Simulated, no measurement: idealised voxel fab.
process module | voxel capacitor over wiring
cross-section cut | 245 nm wide | cells 5 nm
A cross-section is a grid of square cells, given in bands from the top down. A band is one or more rows of cells.
Each band's line starts with the height of the band's top and of its bottom, in nm. Then come its materials from left to right, each with its width in nm. One material with "throughout" fills the band from edge to edge. "air" is empty space.
Height 0 is the level under which the wafer as received is all one material. The lowest band goes on downwards, as in "0 down".
A width such as "30 to 40" changes by the same amount from each row of cells to the next, from the band's top row to its bottom row.
"no change" after a step means that no cell of the cross-section changed.
closed voids: empty space of 8 cells or more with no open way to the top, each as width x height at its distance from the left edge, in nm
after a step's settings: what the simulator itself notes on the step
overlay nm, on a step with a mask: how far to the right of its planned place the mask lay; to the left if negative
plan
1 op RECEIVE | material Si
2 op CONFORMAL_DEP | material SiO2 | thk nm 15
3 op DIRECTIONAL_DEP | material TiN | thk nm 5
4 op DIRECTIONAL_DEP | material Ru | thk nm 20
5 op PATTERN | tone cover | mask id METAL_1 | material resist | width nm 25 | pitch nm 75 | thk nm 20 | overlay nm 0
6 op DIRECTIONAL_ETCH | etch materials Ru | depth nm 20
7 op DIRECTIONAL_ETCH | etch materials TiN | depth nm 5
8 op STRIP | etch materials resist
9 op CONFORMAL_DEP | material SiN | thk nm 5
10 op FILL_DEP | material lowk | thk nm 10
11 op CMP | height nm 40
12 op CONFORMAL_DEP | material SiCN | thk nm 5
13 op DIRECTIONAL_DEP | material SiO2 | thk nm 10
14 op PATTERN | tone open | mask id PLUG_1 | material resist | width nm 15 | thk nm 20 | overlay nm 0
15 op DIRECTIONAL_ETCH | etch materials SiO2 | depth nm 10
16 op DIRECTIONAL_ETCH | etch materials SiCN | depth nm 5
17 op STRIP | etch materials resist
18 op CONFORMAL_DEP | material TiN | thk nm 5
19 op FILL_DEP | material Ru | thk nm 5
20 op CMP | height nm 55
21 op DIRECTIONAL_DEP | material TiN | thk nm 5
22 op DIRECTIONAL_DEP | material HfO2 | thk nm 5
23 op DIRECTIONAL_DEP | material TiN | thk nm 10
24 op DIRECTIONAL_DEP | material aC | thk nm 10
25 op PATTERN | tone cover | mask id UPPER_PLATE | material resist | width nm 55 | thk nm 30 | overlay nm 0
26 op DIRECTIONAL_ETCH | etch materials aC | depth nm 10
27 op STRIP | etch materials resist
28 op DIRECTIONAL_ETCH | etch materials TiN | depth nm 10
29 op DIRECTIONAL_ETCH | etch materials HfO2 | depth nm 5
30 op STRIP | etch materials aC
31 op DIRECTIONAL_DEP | material aC | thk nm 15
32 op PATTERN | tone cover | mask id LOWER_PLATE | material resist | width nm 65 | thk nm 30 | overlay nm 0
33 op DIRECTIONAL_ETCH | etch materials aC | depth nm 15
34 op STRIP | etch materials resist
35 op DIRECTIONAL_ETCH | etch materials TiN | depth nm 5
36 op STRIP | etch materials aC
37 op FILL_DEP | material SiO2 | thk nm 20
38 op CMP | height nm 90
39 op DIRECTIONAL_DEP | material aC | thk nm 10
40 op PATTERN | tone open | mask id PLUG_2 | material resist | width nm 15 | thk nm 30 | overlay nm 0
41 op DIRECTIONAL_ETCH | etch materials aC | depth nm 10
42 op STRIP | etch materials resist
43 op DIRECTIONAL_ETCH | etch materials SiO2 | depth nm 15
44 op STRIP | etch materials aC
45 op CONFORMAL_DEP | material TiN | thk nm 5
46 op FILL_DEP | material Cu | thk nm 10
47 op CMP | height nm 90
48 op CONFORMAL_DEP | material SiCN | thk nm 5
first wafer, as planned
as received, after step 1
  0 down: Si throughout
  closed voids: none
after step 2
  15 to 0: SiO2 throughout
  below 0: unchanged
after step 3
  20 to 15: TiN throughout
  below 15: unchanged
after step 4
  40 to 20: Ru throughout
  below 20: unchanged
after step 5
  60 to 40: air 70 | resist 25 | air 50 | resist 25 | air 75
  below 40: unchanged
after step 6
  60 to 40: air 70 | resist 25 | air 50 | resist 25 | air 75
  40 to 20: air 70 | Ru 25 | air 50 | Ru 25 | air 75
  below 20: unchanged
after step 7
  60 to 40: air 70 | resist 25 | air 50 | resist 25 | air 75
  40 to 20: air 70 | Ru 25 | air 50 | Ru 25 | air 75
  20 to 15: air 70 | TiN 25 | air 50 | TiN 25 | air 75
  below 15: unchanged
after step 8
  40 to 20: air 70 | Ru 25 | air 50 | Ru 25 | air 75
  below 20: unchanged
after step 9
  45 to 40: air 65 | SiN 35 | air 40 | SiN 35 | air 70
  40 to 20: air 65 | SiN 5 | Ru 25 | SiN 5 | air 40 | SiN 5 | Ru 25 | SiN 5 | air 70
  20 to 15: SiN 70 | TiN 25 | SiN 50 | TiN 25 | SiN 75
  below 15: unchanged
after step 10
  55 to 45: lowk throughout
  45 to 40: lowk 65 | SiN 35 | lowk 40 | SiN 35 | lowk 70
  40 to 20: lowk 65 | SiN 5 | Ru 25 | SiN 5 | lowk 40 | SiN 5 | Ru 25 | SiN 5 | lowk 70
  below 20: unchanged
after step 11
  40 to 20: lowk 65 | SiN 5 | Ru 25 | SiN 5 | lowk 40 | SiN 5 | Ru 25 | SiN 5 | lowk 70
  below 20: unchanged
after step 12
  45 to 40: SiCN throughout
  below 40: unchanged
after step 13
  55 to 45: SiO2 throughout
  below 45: unchanged
after step 14
  75 to 55: resist 80 | air 15 | resist 150
  below 55: unchanged
after step 15
  75 to 55: resist 80 | air 15 | resist 150
  55 to 45: SiO2 80 | air 15 | SiO2 150
  below 45: unchanged
after step 16
  75 to 55: resist 80 | air 15 | resist 150
  55 to 45: SiO2 80 | air 15 | SiO2 150
  45 to 40: SiCN 80 | air 15 | SiCN 150
  below 40: unchanged
after step 17
  55 to 45: SiO2 80 | air 15 | SiO2 150
  below 45: unchanged
after step 18
  60 to 55: TiN 85 | air 5 | TiN 155
  55 to 45: SiO2 80 | TiN 5 | air 5 | TiN 5 | SiO2 150
  45 to 40: SiCN 80 | TiN 15 | SiCN 150
  below 40: unchanged
after step 19
  65 to 60: Ru throughout
  60 to 55: TiN 85 | Ru 5 | TiN 155
  55 to 45: SiO2 80 | TiN 5 | Ru 5 | TiN 5 | SiO2 150
  below 45: unchanged
after step 20
  55 to 45: SiO2 80 | TiN 5 | Ru 5 | TiN 5 | SiO2 150
  below 45: unchanged
after step 21
  60 to 55: TiN throughout
  below 55: unchanged
after step 22
  65 to 60: HfO2 throughout
  below 60: unchanged
after step 23
  75 to 65: TiN throughout
  below 65: unchanged
after step 24
  85 to 75: aC throughout
  below 75: unchanged
after step 25
  115 to 85: air 80 | resist 55 | air 110
  below 85: unchanged
after step 26
  105 to 85: air 80 | resist 55 | air 110
  85 to 75: air 80 | aC 55 | air 110
  below 75: unchanged
after step 27
  85 to 75: air 80 | aC 55 | air 110
  below 75: unchanged
after step 28
  85 to 75: air 80 | aC 55 | air 110
  75 to 65: air 80 | TiN 55 | air 110
  below 65: unchanged
after step 29
  85 to 75: air 80 | aC 55 | air 110
  75 to 65: air 80 | TiN 55 | air 110
  65 to 60: air 80 | HfO2 55 | air 110
  below 60: unchanged
after step 30
  75 to 65: air 80 | TiN 55 | air 110
  below 65: unchanged
after step 31
  90 to 75: air 80 | aC 55 | air 110
  75 to 65: aC 80 | TiN 55 | aC 110
  65 to 60: aC 80 | HfO2 55 | aC 110
  below 60: unchanged
after step 32
  120 to 90: air 75 | resist 65 | air 105
  90 to 75: air 75 | resist 5 | aC 55 | resist 5 | air 105
  below 75: unchanged
after step 33
  105 to 90: air 75 | resist 65 | air 105
  90 to 75: air 75 | resist 5 | aC 55 | resist 5 | air 105
  75 to 65: air 75 | aC 5 | TiN 55 | aC 5 | air 105
  65 to 60: air 75 | aC 5 | HfO2 55 | aC 5 | air 105
  below 60: unchanged
after step 34
  90 to 75: air 80 | aC 55 | air 110
  below 75: unchanged
after step 35
  90 to 75: air 80 | aC 55 | air 110
  75 to 65: air 75 | aC 5 | TiN 55 | aC 5 | air 105
  65 to 60: air 75 | aC 5 | HfO2 55 | aC 5 | air 105
  60 to 55: air 75 | TiN 65 | air 105
  below 55: unchanged
after step 36
  75 to 65: air 80 | TiN 55 | air 110
  65 to 60: air 80 | HfO2 55 | air 110
  below 60: unchanged
after step 37
  95 to 75: SiO2 throughout
  75 to 65: SiO2 80 | TiN 55 | SiO2 110
  65 to 60: SiO2 80 | HfO2 55 | SiO2 110
  60 to 55: SiO2 75 | TiN 65 | SiO2 105
  below 55: unchanged
after step 38
  90 to 75: SiO2 throughout
  below 75: unchanged
after step 39
  100 to 90: aC throughout
  below 90: unchanged
after step 40
  130 to 100: resist 90 | air 15 | resist 140
  below 100: unchanged
after step 41
  120 to 100: resist 90 | air 15 | resist 140
  100 to 90: aC 90 | air 15 | aC 140
  below 90: unchanged
after step 42
  100 to 90: aC 90 | air 15 | aC 140
  below 90: unchanged
after step 43
  100 to 90: aC 90 | air 15 | aC 140
  90 to 75: SiO2 90 | air 15 | SiO2 140
  below 75: unchanged
after step 44
  90 to 75: SiO2 90 | air 15 | SiO2 140
  below 75: unchanged
after step 45
  95 to 90: TiN 95 | air 5 | TiN 145
  90 to 80: SiO2 90 | TiN 5 | air 5 | TiN 5 | SiO2 140
  80 to 75: SiO2 90 | TiN 15 | SiO2 140
  below 75: unchanged
after step 46
  105 to 95: Cu throughout
  95 to 90: TiN 95 | Cu 5 | TiN 145
  90 to 80: SiO2 90 | TiN 5 | Cu 5 | TiN 5 | SiO2 140
  below 80: unchanged
after step 47
  90 to 80: SiO2 90 | TiN 5 | Cu 5 | TiN 5 | SiO2 140
  below 80: unchanged
after step 48
  95 to 90: SiCN throughout
  below 90: unchanged
second wafer: like start, like plan, one mistake. Through step 13 it matches the first wafer
when step 14 should have ended
  75 to 55: air 80 | resist 15 | air 150
  below 55: unchanged
when step 15 should have ended
  75 to 55: air 80 | resist 15 | air 150
  55 to 45: air 80 | SiO2 15 | air 150
  below 45: unchanged
when step 16 should have ended
  75 to 55: air 80 | resist 15 | air 150
  55 to 45: air 80 | SiO2 15 | air 150
  45 to 40: air 80 | SiCN 15 | air 150
  below 40: unchanged
when step 17 should have ended
  55 to 45: air 80 | SiO2 15 | air 150
  below 45: unchanged
when step 18 should have ended
  60 to 55: air 75 | TiN 25 | air 145
  55 to 45: air 75 | TiN 5 | SiO2 15 | TiN 5 | air 145
  45 to 40: TiN 80 | SiCN 15 | TiN 150
  below 40: unchanged
when step 19 should have ended
  65 to 60: Ru throughout
  60 to 55: Ru 75 | TiN 25 | Ru 145
  55 to 45: Ru 75 | TiN 5 | SiO2 15 | TiN 5 | Ru 145
  below 45: unchanged
when step 20 should have ended
  55 to 45: Ru 75 | TiN 5 | SiO2 15 | TiN 5 | Ru 145
  below 45: unchanged
when step 21 should have ended
  60 to 55: TiN throughout
  below 55: unchanged
when step 22 should have ended
  65 to 60: HfO2 throughout
  below 60: unchanged
when step 23 should have ended
  75 to 65: TiN throughout
  below 65: unchanged
when step 24 should have ended
  85 to 75: aC throughout
  below 75: unchanged
when step 25 should have ended
  115 to 85: air 80 | resist 55 | air 110
  below 85: unchanged
when step 26 should have ended
  105 to 85: air 80 | resist 55 | air 110
  85 to 75: air 80 | aC 55 | air 110
  below 75: unchanged
when step 27 should have ended
  85 to 75: air 80 | aC 55 | air 110
  below 75: unchanged
when step 28 should have ended
  85 to 75: air 80 | aC 55 | air 110
  75 to 65: air 80 | TiN 55 | air 110
  below 65: unchanged
when step 29 should have ended
  85 to 75: air 80 | aC 55 | air 110
  75 to 65: air 80 | TiN 55 | air 110
  65 to 60: air 80 | HfO2 55 | air 110
  below 60: unchanged
when step 30 should have ended
  75 to 65: air 80 | TiN 55 | air 110
  below 65: unchanged
when step 31 should have ended
  90 to 75: air 80 | aC 55 | air 110
  75 to 65: aC 80 | TiN 55 | aC 110
  65 to 60: aC 80 | HfO2 55 | aC 110
  below 60: unchanged
when step 32 should have ended
  120 to 90: air 75 | resist 65 | air 105
  90 to 75: air 75 | resist 5 | aC 55 | resist 5 | air 105
  below 75: unchanged
when step 33 should have ended
  105 to 90: air 75 | resist 65 | air 105
  90 to 75: air 75 | resist 5 | aC 55 | resist 5 | air 105
  75 to 65: air 75 | aC 5 | TiN 55 | aC 5 | air 105
  65 to 60: air 75 | aC 5 | HfO2 55 | aC 5 | air 105
  below 60: unchanged
when step 34 should have ended
  90 to 75: air 80 | aC 55 | air 110
  below 75: unchanged
when step 35 should have ended
  90 to 75: air 80 | aC 55 | air 110
  75 to 65: air 75 | aC 5 | TiN 55 | aC 5 | air 105
  65 to 60: air 75 | aC 5 | HfO2 55 | aC 5 | air 105
  60 to 55: air 75 | TiN 65 | air 105
  below 55: unchanged
when step 36 should have ended
  75 to 65: air 80 | TiN 55 | air 110
  65 to 60: air 80 | HfO2 55 | air 110
  below 60: unchanged
when step 37 should have ended
  95 to 75: SiO2 throughout
  75 to 65: SiO2 80 | TiN 55 | SiO2 110
  65 to 60: SiO2 80 | HfO2 55 | SiO2 110
  60 to 55: SiO2 75 | TiN 65 | SiO2 105
  below 55: unchanged
when step 38 should have ended
  90 to 75: SiO2 throughout
  below 75: unchanged
when step 39 should have ended
  100 to 90: aC throughout
  below 90: unchanged
when step 40 should have ended
  130 to 100: resist 90 | air 15 | resist 140
  below 100: unchanged
when step 41 should have ended
  120 to 100: resist 90 | air 15 | resist 140
  100 to 90: aC 90 | air 15 | aC 140
  below 90: unchanged
when step 42 should have ended
  100 to 90: aC 90 | air 15 | aC 140
  below 90: unchanged
when step 43 should have ended
  100 to 90: aC 90 | air 15 | aC 140
  90 to 75: SiO2 90 | air 15 | SiO2 140
  below 75: unchanged
when step 44 should have ended
  90 to 75: SiO2 90 | air 15 | SiO2 140
  below 75: unchanged
when step 45 should have ended
  95 to 90: TiN 95 | air 5 | TiN 145
  90 to 80: SiO2 90 | TiN 5 | air 5 | TiN 5 | SiO2 140
  80 to 75: SiO2 90 | TiN 15 | SiO2 140
  below 75: unchanged
when step 46 should have ended
  105 to 95: Cu throughout
  95 to 90: TiN 95 | Cu 5 | TiN 145
  90 to 80: SiO2 90 | TiN 5 | Cu 5 | TiN 5 | SiO2 140
  below 80: unchanged
when step 47 should have ended
  90 to 80: SiO2 90 | TiN 5 | Cu 5 | TiN 5 | SiO2 140
  below 80: unchanged
when step 48 should have ended
  95 to 90: SiCN throughout
  below 90: unchanged
what went wrong: step 14 ran as: op PATTERN | tone cover | mask id PLUG_1 | material resist | width nm 15 | thk nm 20 | overlay nm 0
at the end the second wafer has, in cells: 86 more of Ru | 43 fewer of SiCN | 86 fewer of SiO2 | 43 more of TiN
